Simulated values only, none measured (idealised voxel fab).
This is a process module. Its name is voxel plated lines.
It is cross-section cut that appears here, measuring 215 nm in width, its square cells being 5 nm in size.
Reading order for cross-sections: top band down to bottom band. Underlying form: a grid of square cells. Band size: one or more rows of cells.
Top height, bottom height, nm. Materials left to right, width each, nm. Single material + "everywhere" = fills band edge to edge. "air" = empty.
Heights are measured from 0, the level below which the as-received wafer is all one material; the lowest band has no bottom and continues downward, written as in "from 0 down".
A width given as "30 to 40" starts at the first number in the band's top row and ends at the second number in its bottom row, shifting by an equal amount at every step from row to row.
No cell of the cross-section changed in a step that is given as "nothing changed".
Heads up: "Completely enclosed voids" only lists the empty pockets with no open path to the top that are 8 cells or more, and it writes them as width x height at distance, distance from the left edge, in nm.
Step line, after settings: the simulator's comment on this step.
overlay nm: right-of-plan distance of the mask on a masked step; negative values mean left-of-plan.

Steps planned for the process
| 1 | RECEIVE,material Si |
| 2 | CONFORMAL_DEP,material SiN,thk nm 15 |
| 3 | DIRECTIONAL_DEP,material TiN,thk nm 5 |
| 4 | PATTERN,tone open,mask id LINES,material resist,width nm 15,pitch nm 55,thk nm 30,overlay nm 0 |
| 5 | EPI,material Ru,thk nm 5 |
| 6 | EPI,material Ru,thk nm 5 |
| 7 | STRIP,etch materials resist |
| 8 | DIRECTIONAL_ETCH,etch materials TiN,depth nm 5 |
| 9 | CONFORMAL_DEP,material SiO2,thk nm 5 |
Where the wafers of this document differ is in the width nm of step 4; they start out the same, and the plan states the value that applied to the first wafer.

As-received state after step 1, first of several wafers, cross-section
from 0 down = Si everywhere
Completely enclosed voids: none

Here is how to read the rows: every wafer has a row, and it shows the wafer at the end of the module, giving for each material how many cells were gained (+) or lost (-) since the wafer was received, then listing its closed voids
width nm 15 | +18 Ru | +129 SiN | +61 SiO2 | +9 TiN | Completely enclosed voids: none
width nm 20 | +24 Ru | +129 SiN | +61 SiO2 | +12 TiN | Completely enclosed voids: none
width nm 25 | +30 Ru | +129 SiN | +61 SiO2 | +15 TiN | Completely enclosed voids: none
width nm 30 | +36 Ru | +129 SiN | +61 SiO2 | +18 TiN | Completely enclosed voids: none
width nm 35 | +42 Ru | +129 SiN | +61 SiO2 | +21 TiN | Completely enclosed voids: none
width nm 40 | +48 Ru | +129 SiN | +61 SiO2 | +24 TiN | Completely enclosed voids: none
